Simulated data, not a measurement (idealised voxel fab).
Process module, titled voxel transistor to metal
It is cross-section cut that appears here, measuring 210 nm in width, its square cells being 5 nm in size.
In this document a cross-section is written as a grid of square cells. It is given as a series of bands, listed from the top down, and a band is one or more rows of cells.
Band: top height; bottom height; in nm. Then, left to right: material with width in nm, for each material. "everywhere": a single material spanning edge to edge. "air": empty space.
Ref level 0: as-received wafer is one material below here. Bottom band extends down with no lower bound ("0 nm and below").
Graded width ("30->40"): value in top row of band = first number; value in bottom row = second number; row-to-row change constant.
Given "stayed the same" for a step, no cell of the cross-section differs between before and after that step.
So "Closed void inventory" is basically the list of trapped voids: any empty space of 8 cells or more that can't reach the top through an opening. They're written width x height at distance, the distance being from the left edge, and it's all nm.
On each step's line, the part that comes after the settings is the simulator's own comment on the step.
If you see "overlay nm" on a step's line and that step has a mask, it's telling you how far right of where it was planned the mask ended up; a negative number means it went left instead.
How should the pairs below be read? Each gives the cross-section before one process step and the cross-section after it, the latter drawn only to the lowest band that changed; the step that lies between them, with its settings, appears under the pair. Does a pair pick up where the pair above left off? Only where its entry headed "Pre-step snapshot" says so, since pairs can come from different runs of this module on the same starting wafer.

-- Pre-step snapshot
    25 nm to 10 nm = SiO2 everywhere
    10 nm to 5 nm = SiO2 75 nm; SiN 10 nm; HfO2 5 nm; TiN 5 nm; W 15 nm; TiN 5 nm; HfO2 5 nm; SiN 10 nm; SiO2 80 nm
    5 nm to 0 nm = SiO2 35 nm; SiN 10 nm; SiO2 30 nm; SiN 10 nm; HfO2 5 nm; TiN 5 nm; W 15 nm; TiN 5 nm; HfO2 5 nm; SiN 10 nm; SiO2 30 nm; SiN 10 nm; SiO2 40 nm
    0 nm to -5 nm = SiO2 35 nm; SiN 10 nm; SiGe 10 nm; SiO2 10 nm; SiGe 10 nm; SiN 10 nm; HfO2 5 nm; TiN 25 nm; HfO2 5 nm; SiN 10 nm; SiGe 10 nm; SiO2 10 nm; SiGe 10 nm; SiN 10 nm; SiO2 40 nm
    -5 nm to -10 nm = SiO2 45 nm; SiGe 10 nm; SiO2 10 nm; SiGe 10 nm; SiO2 5 nm; HfO2 45 nm; SiO2 5 nm; SiGe 10 nm; SiO2 10 nm; SiGe 10 nm; SiO2 50 nm
    -10 nm to -20 nm = SiO2 40 nm; Si 5 nm; SiGe 30 nm; Si 55 nm; SiGe 30 nm; Si 5 nm; SiO2 45 nm
    -20 nm to -40 nm = SiO2 40 nm; Si 125 nm; SiO2 45 nm
    -40 nm and below = Si everywhere
    Closed void inventory: none

-- Cross-Section After Step
    45 nm to 25 nm = resist 50 nm; air 20 nm; resist 70 nm; air 20 nm; resist 50 nm
    All layers under 25 are left as they were.
    Closed void inventory: none
Which process step falls between the two cross-sections above? PATTERN, tone open, mask id CONTACT, material resist, width nm 20, pitch nm 90, thk nm 20, overlay nm 0

Pre-step snapshot: after-step cross-section of the pair just above applies.

-- Cross-Section After Step
    45 nm to 25 nm = resist 50 nm; air 20 nm; resist 70 nm; air 20 nm; resist 50 nm
    25 nm to 10 nm = SiO2 50 nm; air 20 nm; SiO2 70 nm; air 20 nm; SiO2 50 nm
    10 nm to 5 nm = SiO2 50 nm; air 20 nm; SiO2 5 nm; SiN 10 nm; HfO2 5 nm; TiN 5 nm; W 15 nm; TiN 5 nm; HfO2 5 nm; SiN 10 nm; SiO2 10 nm; air 20 nm; SiO2 50 nm
    5 nm to 0 nm = SiO2 35 nm; SiN 10 nm; SiO2 5 nm; air 20 nm; SiO2 5 nm; SiN 10 nm; HfO2 5 nm; TiN 5 nm; W 15 nm; TiN 5 nm; HfO2 5 nm; SiN 10 nm; SiO2 10 nm; air 20 nm; SiN 10 nm; SiO2 40 nm
    0 nm to -5 nm = SiO2 35 nm; SiN 10 nm; SiGe 10 nm; air 10 nm; SiGe 10 nm; SiN 10 nm; HfO2 5 nm; TiN 25 nm; HfO2 5 nm; SiN 10 nm; SiGe 10 nm; air 10 nm; SiGe 10 nm; SiN 10 nm; SiO2 40 nm
    -5 nm to -10 nm = SiO2 45 nm; SiGe 10 nm; air 10 nm; SiGe 10 nm; SiO2 5 nm; HfO2 45 nm; SiO2 5 nm; SiGe 10 nm; air 10 nm; SiGe 10 nm; SiO2 50 nm
    All layers under -10 are left as they were.
    Closed void inventory: none
Which process step falls between the two cross-sections above? DIRECTIONAL_ETCH, etch materials SiO2, depth nm 35

Pre-step snapshot: after-step cross-section of the pair just above applies.

-- Cross-Section After Step
    25 nm to 10 nm = SiO2 50 nm; air 20 nm; SiO2 70 nm; air 20 nm; SiO2 50 nm
    All layers under 10 are left as they were.
    Closed void inventory: none
Which process step falls between the two cross-sections above? STRIP, etch materials resist

Pre-step snapshot: after-step cross-section of the pair just above applies.

-- Cross-Section After Step
    30 nm to 25 nm = TiN 55 nm; air 10 nm; TiN 80 nm; air 10 nm; TiN 55 nm
    25 nm to 10 nm = SiO2 50 nm; TiN 5 nm; air 10 nm; TiN 5 nm; SiO2 70 nm; TiN 5 nm; air 10 nm; TiN 5 nm; SiO2 50 nm
    10 nm to 5 nm = SiO2 50 nm; TiN 5 nm; air 10 nm; TiN 5 nm; SiO2 5 nm; SiN 10 nm; HfO2 5 nm; TiN 5 nm; W 15 nm; TiN 5 nm; HfO2 5 nm; SiN 10 nm; SiO2 10 nm; TiN 5 nm; air 10 nm; TiN 5 nm; SiO2 50 nm
    5 nm to 0 nm = SiO2 35 nm; SiN 10 nm; SiO2 5 nm; TiN 20 nm; SiO2 5 nm; SiN 10 nm; HfO2 5 nm; TiN 5 nm; W 15 nm; TiN 5 nm; HfO2 5 nm; SiN 10 nm; SiO2 10 nm; TiN 20 nm; SiN 10 nm; SiO2 40 nm
    0 nm to -5 nm = SiO2 35 nm; SiN 10 nm; SiGe 10 nm; TiN 10 nm; SiGe 10 nm; SiN 10 nm; HfO2 5 nm; TiN 25 nm; HfO2 5 nm; SiN 10 nm; SiGe 10 nm; TiN 10 nm; SiGe 10 nm; SiN 10 nm; SiO2 40 nm
    -5 nm to -10 nm = SiO2 45 nm; SiGe 10 nm; TiN 10 nm; SiGe 10 nm; SiO2 5 nm; HfO2 45 nm; SiO2 5 nm; SiGe 10 nm; TiN 10 nm; SiGe 10 nm; SiO2 50 nm
    All layers under -10 are left as they were.
    Closed void inventory: none
Which process step falls between the two cross-sections above? CONFORMAL_DEP, material TiN, thk nm 5

Pre-step snapshot: after-step cross-section of the pair just above applies.

-- Cross-Section After Step
    40 nm to 30 nm = Ru everywhere
    30 nm to 25 nm = TiN 55 nm; Ru 10 nm; TiN 80 nm; Ru 10 nm; TiN 55 nm
    25 nm to 10 nm = SiO2 50 nm; TiN 5 nm; Ru 10 nm; TiN 5 nm; SiO2 70 nm; TiN 5 nm; Ru 10 nm; TiN 5 nm; SiO2 50 nm
    10 nm to 5 nm = SiO2 50 nm; TiN 5 nm; Ru 10 nm; TiN 5 nm; SiO2 5 nm; SiN 10 nm; HfO2 5 nm; TiN 5 nm; W 15 nm; TiN 5 nm; HfO2 5 nm; SiN 10 nm; SiO2 10 nm; TiN 5 nm; Ru 10 nm; TiN 5 nm; SiO2 50 nm
    All layers under 5 are left as they were.
    Closed void inventory: none
Which process step falls between the two cross-sections above? FILL_DEP, material Ru, thk nm 10

Pre-step snapshot: after-step cross-section of the pair just above applies.

-- Cross-Section After Step
    25 nm to 10 nm = SiO2 50 nm; TiN 5 nm; Ru 10 nm; TiN 5 nm; SiO2 70 nm; TiN 5 nm; Ru 10 nm; TiN 5 nm; SiO2 50 nm
    All layers under 10 are left as they were.
    Closed void inventory: none
Which process step falls between the two cross-sections above? CMP, height nm 25

Pre-step snapshot: after-step cross-section of the pair just above applies.

-- Cross-Section After Step
    30 nm to 25 nm = TiN everywhere
    All layers under 25 are left as they were.
    Closed void inventory: none
Which process step falls between the two cross-sections above? DIRECTIONAL_DEP, material TiN, thk nm 5

Pre-step snapshot: after-step cross-section of the pair just above applies.

-- Cross-Section After Step
    45 nm to 30 nm = W everywhere
    All layers under 30 are left as they were.
    Closed void inventory: none
Which process step falls between the two cross-sections above? DIRECTIONAL_DEP, material W, thk nm 15

Pre-step snapshot: after-step cross-section of the pair just above applies.

-- Cross-Section After Step
    60 nm to 45 nm = air 50 nm; resist 15 nm; air 75 nm; resist 15 nm; air 55 nm
    All layers under 45 are left as they were.
    Closed void inventory: none
Which process step falls between the two cross-sections above? PATTERN, tone cover, mask id METAL_1, material resist, width nm 15, pitch nm 90, thk nm 15, overlay nm 0

Pre-step snapshot: after-step cross-section of the pair just above applies.

-- Cross-Section After Step
    60 nm to 45 nm = air 50 nm; resist 15 nm; air 75 nm; resist 15 nm; air 55 nm
    45 nm to 30 nm = air 50 nm; W 15 nm; air 75 nm; W 15 nm; air 55 nm
    All layers under 30 are left as they were.
    Closed void inventory: none
Which process step falls between the two cross-sections above? DIRECTIONAL_ETCH, etch materials W, depth nm 15

Pre-step snapshot: after-step cross-section of the pair just above applies.

-- Cross-Section After Step
    60 nm to 45 nm = air 50 nm; resist 15 nm; air 75 nm; resist 15 nm; air 55 nm
    45 nm to 30 nm = air 50 nm; W 15 nm; air 75 nm; W 15 nm; air 55 nm
    30 nm to 25 nm = air 50 nm; TiN 15 nm; air 75 nm; TiN 15 nm; air 55 nm
    All layers under 25 are left as they were.
    Closed void inventory: none
Which process step falls between the two cross-sections above? DIRECTIONAL_ETCH, etch materials TiN, depth nm 5

Pre-step snapshot: after-step cross-section of the pair just above applies.

-- Cross-Section After Step
    45 nm to 30 nm = air 50 nm; W 15 nm; air 75 nm; W 15 nm; air 55 nm
    All layers under 30 are left as they were.
    Closed void inventory: none
Which process step falls between the two cross-sections above? STRIP, etch materials resist

Pre-step snapshot: after-step cross-section of the pair just above applies.

-- Cross-Section After Step
    50 nm to 45 nm = lowk everywhere
    45 nm to 30 nm = lowk 50 nm; W 15 nm; lowk 75 nm; W 15 nm; lowk 55 nm
    30 nm to 25 nm = lowk 50 nm; TiN 15 nm; lowk 75 nm; TiN 15 nm; lowk 55 nm
    All layers under 25 are left as they were.
    Closed void inventory: none
Which process step falls between the two cross-sections above? FILL_DEP, material lowk, thk nm 5

Pre-step snapshot: after-step cross-section of the pair just above applies.

-- Cross-Section After Step
    45 nm to 30 nm = lowk 50 nm; W 15 nm; lowk 75 nm; W 15 nm; lowk 55 nm
    All layers under 30 are left as they were.
    Closed void inventory: none
Which process step falls between the two cross-sections above? CMP, height nm 45

Pre-step snapshot: after-step cross-section of the pair just above applies.

-- Cross-Section After Step
    50 nm to 45 nm = SiCN everywhere
    All layers under 45 are left as they were.
    Closed void inventory: none
Which process step falls between the two cross-sections above? CONFORMAL_DEP, material SiCN, thk nm 5

Pre-step snapshot: after-step cross-section of the pair just above applies.

-- Cross-Section After Step
    80 nm to 50 nm = SiO2 everywhere
    All layers under 50 are left as they were.
    Closed void inventory: none
Which process step falls between the two cross-sections above? DIRECTIONAL_DEP, material SiO2, thk nm 30

Pre-step snapshot: after-step cross-section of the pair just above applies.

-- Cross-Section After Step
    95 nm to 80 nm = aC everywhere
    All layers under 80 are left as they were.
    Closed void inventory: none
Which process step falls between the two cross-sections above? DIRECTIONAL_DEP, material aC, thk nm 15

Pre-step snapshot: after-step cross-section of the pair just above applies.

-- Cross-Section After Step
    125 nm to 95 nm = resist 50 nm; air 15 nm; resist 75 nm; air 15 nm; resist 55 nm
    All layers under 95 are left as they were.
    Closed void inventory: none
Which process step falls between the two cross-sections above? PATTERN, tone open, mask id METAL_2, material resist, width nm 15, pitch nm 90, thk nm 30, overlay nm 0

Pre-step snapshot: after-step cross-section of the pair just above applies.

-- Cross-Section After Step
    110 nm to 95 nm = resist 50 nm; air 15 nm; resist 75 nm; air 15 nm; resist 55 nm
    95 nm to 80 nm = aC 50 nm; air 15 nm; aC 75 nm; air 15 nm; aC 55 nm
    All layers under 80 are left as they were.
    Closed void inventory: none
Which process step falls between the two cross-sections above? DIRECTIONAL_ETCH, etch materials aC, depth nm 15

Pre-step snapshot: after-step cross-section of the pair just above applies.

-- Cross-Section After Step
    95 nm to 80 nm = aC 50 nm; air 15 nm; aC 75 nm; air 15 nm; aC 55 nm
    All layers under 80 are left as they were.
    Closed void inventory: none
Which process step falls between the two cross-sections above? STRIP, etch materials resist

Pre-step snapshot: after-step cross-section of the pair just above applies.

-- Cross-Section After Step
    95 nm to 80 nm = aC 50 nm; air 15 nm; aC 75 nm; air 15 nm; aC 55 nm
    80 nm to 65 nm = SiO2 50 nm; air 15 nm; SiO2 75 nm; air 15 nm; SiO2 55 nm
    All layers under 65 are left as they were.
    Closed void inventory: none
Which process step falls between the two cross-sections above? DIRECTIONAL_ETCH, etch materials SiO2, depth nm 15

Pre-step snapshot: after-step cross-section of the pair just above applies.

-- Cross-Section After Step
    80 nm to 65 nm = SiO2 50 nm; air 15 nm; SiO2 75 nm; air 15 nm; SiO2 55 nm
    All layers under 65 are left as they were.
    Closed void inventory: none
Which process step falls between the two cross-sections above? STRIP, etch materials aC

Pre-step snapshot: after-step cross-section of the pair just above applies.

-- Cross-Section After Step
    100 nm to 80 nm = resist 50 nm; air 15 nm; resist 75 nm; air 15 nm; resist 55 nm
    All layers under 80 are left as they were.
    Closed void inventory: none
Which process step falls between the two cross-sections above? PATTERN, tone open, mask id METAL_2_HOLES, material resist, width nm 15, pitch nm 90, thk nm 20, overlay nm 0

Pre-step snapshot: after-step cross-section of the pair just above applies.

-- Cross-Section After Step
    100 nm to 80 nm = resist 50 nm; air 15 nm; resist 75 nm; air 15 nm; resist 55 nm
    80 nm to 50 nm = SiO2 50 nm; air 15 nm; SiO2 75 nm; air 15 nm; SiO2 55 nm
    All layers under 50 are left as they were.
    Closed void inventory: none
Which process step falls between the two cross-sections above? DIRECTIONAL_ETCH, etch materials SiO2, depth nm 15

Pre-step snapshot: after-step cross-section of the pair just above applies.

-- Cross-Section After Step
    100 nm to 80 nm = resist 50 nm; air 15 nm; resist 75 nm; air 15 nm; resist 55 nm
    80 nm to 50 nm = SiO2 50 nm; air 15 nm; SiO2 75 nm; air 15 nm; SiO2 55 nm
    50 nm to 45 nm = SiCN 50 nm; air 15 nm; SiCN 75 nm; air 15 nm; SiCN 55 nm
    All layers under 45 are left as they were.
    Closed void inventory: none
Which process step falls between the two cross-sections above? DIRECTIONAL_ETCH, etch materials SiCN, depth nm 5

Pre-step snapshot: after-step cross-section of the pair just above applies.

-- Cross-Section After Step
    80 nm to 50 nm = SiO2 50 nm; air 15 nm; SiO2 75 nm; air 15 nm; SiO2 55 nm
    All layers under 50 are left as they were.
    Closed void inventory: none
Which process step falls between the two cross-sections above? STRIP, etch materials resist

Pre-step snapshot: after-step cross-section of the pair just above applies.

-- Cross-Section After Step
    85 nm to 80 nm = TiN 55 nm; air 5 nm; TiN 85 nm; air 5 nm; TiN 60 nm
    80 nm to 50 nm = SiO2 50 nm; TiN 5 nm; air 5 nm; TiN 5 nm; SiO2 75 nm; TiN 5 nm; air 5 nm; TiN 5 nm; SiO2 55 nm
    50 nm to 45 nm = SiCN 50 nm; TiN 15 nm; SiCN 75 nm; TiN 15 nm; SiCN 55 nm
    All layers under 45 are left as they were.
    Closed void inventory: none
Which process step falls between the two cross-sections above? CONFORMAL_DEP, material TiN, thk nm 5

Pre-step snapshot: after-step cross-section of the pair just above applies.

-- Cross-Section After Step
    95 nm to 85 nm = Ru everywhere
    85 nm to 80 nm = TiN 55 nm; Ru 5 nm; TiN 85 nm; Ru 5 nm; TiN 60 nm
    80 nm to 50 nm = SiO2 50 nm; TiN 5 nm; Ru 5 nm; TiN 5 nm; SiO2 75 nm; TiN 5 nm; Ru 5 nm; TiN 5 nm; SiO2 55 nm
    All layers under 50 are left as they were.
    Closed void inventory: none
Which process step falls between the two cross-sections above? FILL_DEP, material Ru, thk nm 10

Pre-step snapshot: after-step cross-section of the pair just above applies.

-- Cross-Section After Step
    80 nm to 50 nm = SiO2 50 nm; TiN 5 nm; Ru 5 nm; TiN 5 nm; SiO2 75 nm; TiN 5 nm; Ru 5 nm; TiN 5 nm; SiO2 55 nm
    All layers under 50 are left as they were.
    Closed void inventory: none
Which process step falls between the two cross-sections above? CMP, height nm 80

Pre-step snapshot: after-step cross-section of the pair just above applies.

-- Cross-Section After Step
    85 nm to 80 nm = SiN everywhere
    All layers under 80 are left as they were.
    Closed void inventory: none
Which process step falls between the two cross-sections above? CONFORMAL_DEP, material SiN, thk nm 5

-- Pre-step snapshot
    45 nm to 30 nm = W everywhere
    30 nm to 25 nm = TiN everywhere
    25 nm to 10 nm = SiO2 50 nm; TiN 5 nm; Ru 5 nm; TiN 5 nm; SiO2 75 nm; TiN 5 nm; Ru 5 nm; TiN 5 nm; SiO2 55 nm
    10 nm to 5 nm = SiO2 50 nm; TiN 5 nm; Ru 5 nm; TiN 5 nm; SiO2 10 nm; SiN 10 nm; HfO2 5 nm; TiN 5 nm; W 15 nm; TiN 5 nm; HfO2 5 nm; SiN 10 nm; SiO2 10 nm; TiN 5 nm; Ru 5 nm; TiN 5 nm; SiO2 55 nm
    5 nm to 0 nm = SiO2 35 nm; SiN 10 nm; SiO2 5 nm; TiN 15 nm; SiO2 10 nm; SiN 10 nm; HfO2 5 nm; TiN 5 nm; W 15 nm; TiN 5 nm; HfO2 5 nm; SiN 10 nm; SiO2 10 nm; TiN 15 nm; SiO2 5 nm; SiN 10 nm; SiO2 40 nm
    0 nm to -5 nm = SiO2 35 nm; SiN 10 nm; SiGe 10 nm; TiN 10 nm; SiGe 10 nm; SiN 10 nm; HfO2 5 nm; TiN 25 nm; HfO2 5 nm; SiN 10 nm; SiGe 10 nm; TiN 10 nm; SiGe 10 nm; SiN 10 nm; SiO2 40 nm
    -5 nm to -10 nm = SiO2 45 nm; SiGe 10 nm; TiN 10 nm; SiGe 10 nm; SiO2 5 nm; HfO2 45 nm; SiO2 5 nm; SiGe 10 nm; TiN 10 nm; SiGe 10 nm; SiO2 50 nm
    -10 nm to -20 nm = SiO2 40 nm; Si 5 nm; SiGe 30 nm; Si 55 nm; SiGe 30 nm; Si 5 nm; SiO2 45 nm
    -20 nm to -40 nm = SiO2 40 nm; Si 125 nm; SiO2 45 nm
    -40 nm and below = Si everywhere
    Closed void inventory: none

-- Cross-Section After Step
    60 nm to 45 nm = air 60 nm; resist 15 nm; air 75 nm; resist 15 nm; air 45 nm
    All layers under 45 are left as they were.
    Closed void inventory: none
Which process step falls between the two cross-sections above? PATTERN, tone cover, mask id METAL_1, material resist, width nm 15, pitch nm 90, thk nm 15, overlay nm 10

Pre-step snapshot: after-step cross-section of the pair just above applies.

-- Cross-Section After Step
    60 nm to 45 nm = air 60 nm; resist 15 nm; air 75 nm; resist 15 nm; air 45 nm
    45 nm to 30 nm = air 60 nm; W 15 nm; air 75 nm; W 15 nm; air 45 nm
    All layers under 30 are left as they were.
    Closed void inventory: none
Which process step falls between the two cross-sections above? DIRECTIONAL_ETCH, etch materials W, depth nm 15

Pre-step snapshot: after-step cross-section of the pair just above applies.

-- Cross-Section After Step
    60 nm to 45 nm = air 60 nm; resist 15 nm; air 75 nm; resist 15 nm; air 45 nm
    45 nm to 30 nm = air 60 nm; W 15 nm; air 75 nm; W 15 nm; air 45 nm
    30 nm to 25 nm = air 60 nm; TiN 15 nm; air 75 nm; TiN 15 nm; air 45 nm
    All layers under 25 are left as they were.
    Closed void inventory: none
Which process step falls between the two cross-sections above? DIRECTIONAL_ETCH, etch materials TiN, depth nm 5

Pre-step snapshot: after-step cross-section of the pair just above applies.

-- Cross-Section After Step
    45 nm to 30 nm = air 60 nm; W 15 nm; air 75 nm; W 15 nm; air 45 nm
    All layers under 30 are left as they were.
    Closed void inventory: none
Which process step falls between the two cross-sections above? STRIP, etch materials resist

Pre-step snapshot: after-step cross-section of the pair just above applies.

-- Cross-Section After Step
    50 nm to 45 nm = lowk everywhere
    45 nm to 30 nm = lowk 60 nm; W 15 nm; lowk 75 nm; W 15 nm; lowk 45 nm
    30 nm to 25 nm = lowk 60 nm; TiN 15 nm; lowk 75 nm; TiN 15 nm; lowk 45 nm
    All layers under 25 are left as they were.
    Closed void inventory: none
Which process step falls between the two cross-sections above? FILL_DEP, material lowk, thk nm 5

Pre-step snapshot: after-step cross-section of the pair just above applies.

-- Cross-Section After Step
    45 nm to 30 nm = lowk 60 nm; W 15 nm; lowk 75 nm; W 15 nm; lowk 45 nm
    All layers under 30 are left as they were.
    Closed void inventory: none
Which process step falls between the two cross-sections above? CMP, height nm 45

Pre-step snapshot: after-step cross-section of the pair just above applies.

-- Cross-Section After Step
    50 nm to 45 nm = SiCN everywhere
    All layers under 45 are left as they were.
    Closed void inventory: none
Which process step falls between the two cross-sections above? CONFORMAL_DEP, material SiCN, thk nm 5

Pre-step snapshot: after-step cross-section of the pair just above applies.

-- Cross-Section After Step
    80 nm to 50 nm = SiO2 everywhere
    All layers under 50 are left as they were.
    Closed void inventory: none
Which process step falls between the two cross-sections above? DIRECTIONAL_DEP, material SiO2, thk nm 30

Pre-step snapshot: after-step cross-section of the pair just above applies.

-- Cross-Section After Step
    95 nm to 80 nm = aC everywhere
    All layers under 80 are left as they were.
    Closed void inventory: none
Which process step falls between the two cross-sections above? DIRECTIONAL_DEP, material aC, thk nm 15

Pre-step snapshot: after-step cross-section of the pair just above applies.

-- Cross-Section After Step
    125 nm to 95 nm = resist 50 nm; air 15 nm; resist 75 nm; air 15 nm; resist 55 nm
    All layers under 95 are left as they were.
    Closed void inventory: none
Which process step falls between the two cross-sections above? PATTERN, tone open, mask id METAL_2, material resist, width nm 15, pitch nm 90, thk nm 30, overlay nm 0

Pre-step snapshot: after-step cross-section of the pair just above applies.

-- Cross-Section After Step
    110 nm to 95 nm = resist 50 nm; air 15 nm; resist 75 nm; air 15 nm; resist 55 nm
    95 nm to 80 nm = aC 50 nm; air 15 nm; aC 75 nm; air 15 nm; aC 55 nm
    All layers under 80 are left as they were.
    Closed void inventory: none
Which process step falls between the two cross-sections above? DIRECTIONAL_ETCH, etch materials aC, depth nm 15

Pre-step snapshot: after-step cross-section of the pair just above applies.

-- Cross-Section After Step
    95 nm to 80 nm = aC 50 nm; air 15 nm; aC 75 nm; air 15 nm; aC 55 nm
    All layers under 80 are left as they were.
    Closed void inventory: none
Which process step falls between the two cross-sections above? STRIP, etch materials resist

Pre-step snapshot: after-step cross-section of the pair just above applies.

-- Cross-Section After Step
    95 nm to 80 nm = aC 50 nm; air 15 nm; aC 75 nm; air 15 nm; aC 55 nm
    80 nm to 65 nm = SiO2 50 nm; air 15 nm; SiO2 75 nm; air 15 nm; SiO2 55 nm
    All layers under 65 are left as they were.
    Closed void inventory: none
Which process step falls between the two cross-sections above? DIRECTIONAL_ETCH, etch materials SiO2, depth nm 15

Pre-step snapshot: after-step cross-section of the pair just above applies.

-- Cross-Section After Step
    80 nm to 65 nm = SiO2 50 nm; air 15 nm; SiO2 75 nm; air 15 nm; SiO2 55 nm
    All layers under 65 are left as they were.
    Closed void inventory: none
Which process step falls between the two cross-sections above? STRIP, etch materials aC

Pre-step snapshot: after-step cross-section of the pair just above applies.

-- Cross-Section After Step
    100 nm to 80 nm = resist 50 nm; air 15 nm; resist 75 nm; air 15 nm; resist 55 nm
    All layers under 80 are left as they were.
    Closed void inventory: none
Which process step falls between the two cross-sections above? PATTERN, tone open, mask id METAL_2_HOLES, material resist, width nm 15, pitch nm 90, thk nm 20, overlay nm 0

Pre-step snapshot: after-step cross-section of the pair just above applies.

-- Cross-Section After Step
    100 nm to 80 nm = resist 50 nm; air 15 nm; resist 75 nm; air 15 nm; resist 55 nm
    80 nm to 50 nm = SiO2 50 nm; air 15 nm; SiO2 75 nm; air 15 nm; SiO2 55 nm
    All layers under 50 are left as they were.
    Closed void inventory: none
Which process step falls between the two cross-sections above? DIRECTIONAL_ETCH, etch materials SiO2, depth nm 15

Pre-step snapshot: after-step cross-section of the pair just above applies.

-- Cross-Section After Step
    100 nm to 80 nm = resist 50 nm; air 15 nm; resist 75 nm; air 15 nm; resist 55 nm
    80 nm to 50 nm = SiO2 50 nm; air 15 nm; SiO2 75 nm; air 15 nm; SiO2 55 nm
    50 nm to 45 nm = SiCN 50 nm; air 15 nm; SiCN 75 nm; air 15 nm; SiCN 55 nm
    All layers under 45 are left as they were.
    Closed void inventory: none
Which process step falls between the two cross-sections above? DIRECTIONAL_ETCH, etch materials SiCN, depth nm 5

Pre-step snapshot: after-step cross-section of the pair just above applies.

-- Cross-Section After Step
    80 nm to 50 nm = SiO2 50 nm; air 15 nm; SiO2 75 nm; air 15 nm; SiO2 55 nm
    All layers under 50 are left as they were.
    Closed void inventory: none
Which process step falls between the two cross-sections above? STRIP, etch materials resist

Pre-step snapshot: after-step cross-section of the pair just above applies.

-- Cross-Section After Step
    85 nm to 80 nm = TiN 55 nm; air 5 nm; TiN 85 nm; air 5 nm; TiN 60 nm
    80 nm to 50 nm = SiO2 50 nm; TiN 5 nm; air 5 nm; TiN 5 nm; SiO2 75 nm; TiN 5 nm; air 5 nm; TiN 5 nm; SiO2 55 nm
    50 nm to 45 nm = SiCN 50 nm; TiN 15 nm; SiCN 75 nm; TiN 15 nm; SiCN 55 nm
    All layers under 45 are left as they were.
    Closed void inventory: none
Which process step falls between the two cross-sections above? CONFORMAL_DEP, material TiN, thk nm 5

Pre-step snapshot: after-step cross-section of the pair just above applies.

-- Cross-Section After Step
    95 nm to 85 nm = Ru everywhere
    85 nm to 80 nm = TiN 55 nm; Ru 5 nm; TiN 85 nm; Ru 5 nm; TiN 60 nm
    80 nm to 50 nm = SiO2 50 nm; TiN 5 nm; Ru 5 nm; TiN 5 nm; SiO2 75 nm; TiN 5 nm; Ru 5 nm; TiN 5 nm; SiO2 55 nm
    All layers under 50 are left as they were.
    Closed void inventory: none
Which process step falls between the two cross-sections above? FILL_DEP, material Ru, thk nm 10

Pre-step snapshot: after-step cross-section of the pair just above applies.

-- Cross-Section After Step
    80 nm to 50 nm = SiO2 50 nm; TiN 5 nm; Ru 5 nm; TiN 5 nm; SiO2 75 nm; TiN 5 nm; Ru 5 nm; TiN 5 nm; SiO2 55 nm
    All layers under 50 are left as they were.
    Closed void inventory: none
Which process step falls between the two cross-sections above? CMP, height nm 80

Pre-step snapshot: after-step cross-section of the pair just above applies.

-- Cross-Section After Step
    85 nm to 80 nm = SiN everywhere
    All layers under 80 are left as they were.
    Closed void inventory: none
Which process step falls between the two cross-sections above? CONFORMAL_DEP, material SiN, thk nm 5

-- Pre-step snapshot
    45 nm to 30 nm = lowk 50 nm; W 15 nm; lowk 75 nm; W 15 nm; lowk 55 nm
    30 nm to 25 nm = lowk 50 nm; TiN 15 nm; lowk 75 nm; TiN 15 nm; lowk 55 nm
    25 nm to 10 nm = SiO2 50 nm; TiN 5 nm; Ru 5 nm; TiN 5 nm; SiO2 75 nm; TiN 5 nm; Ru 5 nm; TiN 5 nm; SiO2 55 nm
    10 nm to 5 nm = SiO2 50 nm; TiN 5 nm; Ru 5 nm; TiN 5 nm; SiO2 10 nm; SiN 10 nm; HfO2 5 nm; TiN 5 nm; W 15 nm; TiN 5 nm; HfO2 5 nm; SiN 10 nm; SiO2 10 nm; TiN 5 nm; Ru 5 nm; TiN 5 nm; SiO2 55 nm
    5 nm to 0 nm = SiO2 35 nm; SiN 10 nm; SiO2 5 nm; TiN 15 nm; SiO2 10 nm; SiN 10 nm; HfO2 5 nm; TiN 5 nm; W 15 nm; TiN 5 nm; HfO2 5 nm; SiN 10 nm; SiO2 10 nm; TiN 15 nm; SiO2 5 nm; SiN 10 nm; SiO2 40 nm
    0 nm to -5 nm = SiO2 35 nm; SiN 10 nm; SiGe 10 nm; TiN 10 nm; SiGe 10 nm; SiN 10 nm; HfO2 5 nm; TiN 25 nm; HfO2 5 nm; SiN 10 nm; SiGe 10 nm; TiN 10 nm; SiGe 10 nm; SiN 10 nm; SiO2 40 nm
    -5 nm to -10 nm = SiO2 45 nm; SiGe 10 nm; TiN 10 nm; SiGe 10 nm; SiO2 5 nm; HfO2 45 nm; SiO2 5 nm; SiGe 10 nm; TiN 10 nm; SiGe 10 nm; SiO2 50 nm
    -10 nm to -20 nm = SiO2 40 nm; Si 5 nm; SiGe 30 nm; Si 55 nm; SiGe 30 nm; Si 5 nm; SiO2 45 nm
    -20 nm to -40 nm = SiO2 40 nm; Si 125 nm; SiO2 45 nm
    -40 nm and below = Si everywhere
    Closed void inventory: none

-- Cross-Section After Step
    50 nm to 45 nm = polySi everywhere
    All layers under 45 are left as they were.
    Closed void inventory: none
Which process step falls between the two cross-sections above? CONFORMAL_DEP, material polySi, thk nm 5

Pre-step snapshot: after-step cross-section of the pair just above applies.

-- Cross-Section After Step
    80 nm to 50 nm = SiO2 everywhere
    All layers under 50 are left as they were.
    Closed void inventory: none
Which process step falls between the two cross-sections above? DIRECTIONAL_DEP, material SiO2, thk nm 30

Pre-step snapshot: after-step cross-section of the pair just above applies.

-- Cross-Section After Step
    95 nm to 80 nm = aC everywhere
    All layers under 80 are left as they were.
    Closed void inventory: none
Which process step falls between the two cross-sections above? DIRECTIONAL_DEP, material aC, thk nm 15

Pre-step snapshot: after-step cross-section of the pair just above applies.

-- Cross-Section After Step
    125 nm to 95 nm = resist 50 nm; air 15 nm; resist 75 nm; air 15 nm; resist 55 nm
    All layers under 95 are left as they were.
    Closed void inventory: none
Which process step falls between the two cross-sections above? PATTERN, tone open, mask id METAL_2, material resist, width nm 15, pitch nm 90, thk nm 30, overlay nm 0

Pre-step snapshot: after-step cross-section of the pair just above applies.

-- Cross-Section After Step
    110 nm to 95 nm = resist 50 nm; air 15 nm; resist 75 nm; air 15 nm; resist 55 nm
    95 nm to 80 nm = aC 50 nm; air 15 nm; aC 75 nm; air 15 nm; aC 55 nm
    All layers under 80 are left as they were.
    Closed void inventory: none
Which process step falls between the two cross-sections above? DIRECTIONAL_ETCH, etch materials aC, depth nm 15

Pre-step snapshot: after-step cross-section of the pair just above applies.

-- Cross-Section After Step
    95 nm to 80 nm = aC 50 nm; air 15 nm; aC 75 nm; air 15 nm; aC 55 nm
    All layers under 80 are left as they were.
    Closed void inventory: none
Which process step falls between the two cross-sections above? STRIP, etch materials resist
